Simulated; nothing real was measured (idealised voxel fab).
process module | voxel self aligned contacts
cross-section cut | 230 nm wide | cells 5 nm
A cross-section is a grid of square cells, given in bands from the top down. A band is one or more rows of cells.
Each band's line starts with the height of the band's top and of its bottom, in nm. Then come its materials from left to right, each with its width in nm. One material with "throughout" fills the band from edge to edge. "air" is empty space.
Height 0 is the level under which the wafer as received is all one material. The lowest band goes on downwards, as in "0 down".
A width such as "30 to 40" changes by the same amount from each row of cells to the next, from the band's top row to its bottom row.
"no change" after a step means that no cell of the cross-section changed.
closed voids: empty space of 8 cells or more with no open way to the top, each as width x height at its distance from the left edge, in nm
after a step's settings: what the simulator itself notes on the step
overlay nm, on a step with a mask: how far to the right of its planned place the mask lay; to the left if negative
plan
1 op RECEIVE | material Si
2 op OXIDIZE | depth nm 5
3 op DIRECTIONAL_DEP | material polySi | thk nm 20
4 op DIRECTIONAL_DEP | material SiN | thk nm 25
5 op MASKED_ETCH | tone cover | mask id GATE | width nm 35 | pitch nm 75 | etch materials SiN | depth nm 25 | overlay nm 0
6 op MASKED_ETCH | tone cover | mask id GATE | width nm 35 | pitch nm 75 | etch materials polySi | depth nm 20 | overlay nm 0
7 op CONFORMAL_DEP | material SiN | thk nm 10
8 op DIRECTIONAL_ETCH | etch materials SiN | depth nm 10
9 op FILL_DEP | material SiO2 | thk nm 15
10 op CMP | height nm 50
11 op DIRECTIONAL_DEP | material aC | thk nm 10
12 op PATTERN | tone open | mask id CONTACT | material resist | width nm 60 | pitch nm 75 | thk nm 30 | overlay nm 0
13 op DIRECTIONAL_ETCH | etch materials aC | depth nm 10
14 op STRIP | etch materials resist
15 op DIRECTIONAL_ETCH | etch materials SiO2 | depth nm 55
16 op STRIP | etch materials aC
17 op CONFORMAL_DEP | material TiN | thk nm 5
18 op FILL_DEP | material Ru | thk nm 10
19 op CMP | height nm 50
20 op CONFORMAL_DEP | material SiCN | thk nm 5
as received, after step 1
  0 down: Si throughout
  closed voids: none
first wafer at the end, as planned
  55 to 50: SiCN throughout
  50 to 45: SiO2 45 | TiN 25 | Ru 10 | TiN 25 | SiO2 15 | TiN 25 | Ru 10 | TiN 25 | SiO2 50
  45 to 20: SiO2 10 | SiN 55 | TiN 5 | Ru 10 | TiN 5 | SiN 55 | TiN 5 | Ru 10 | TiN 5 | SiN 55 | SiO2 15
  20 to 0: SiO2 10 | SiN 10 | polySi 35 | SiN 10 | TiN 5 | Ru 10 | TiN 5 | SiN 10 | polySi 35 | SiN 10 | TiN 5 | Ru 10 | TiN 5 | SiN 10 | polySi 35 | SiN 10 | SiO2 15
  0 to -5: SiO2 65 | TiN 20 | SiO2 55 | TiN 20 | SiO2 70
  -5 down: Si throughout
  closed voids: none
second wafer at the end: like start, like plan, one mistake
  55 to 50: SiCN throughout
  50 to 45: SiO2 45 | TiN 25 | Ru 10 | TiN 25 | SiO2 15 | TiN 25 | Ru 10 | TiN 25 | SiO2 50
  45 to 20: SiO2 10 | SiN 55 | TiN 5 | Ru 10 | TiN 5 | SiN 55 | TiN 5 | Ru 10 | TiN 5 | SiN 55 | SiO2 15
  20 to 5: SiO2 10 | SiN 10 | polySi 35 | SiN 10 | TiN 5 | Ru 10 | TiN 5 | SiN 10 | polySi 35 | SiN 10 | TiN 5 | Ru 10 | TiN 5 | SiN 10 | polySi 35 | SiN 10 | SiO2 15
  5 to 0: SiO2 10 | SiN 10 | polySi 35 | SiN 10 | TiN 20 | SiN 10 | polySi 35 | SiN 10 | TiN 20 | SiN 10 | polySi 35 | SiN 10 | SiO2 15
  0 down: Si throughout
  closed voids: none
what went wrong: step 2 was left out
at the end the second wafer has, in cells: 4 fewer of Ru | 46 more of Si | 38 fewer of SiO2 | 4 fewer of TiN
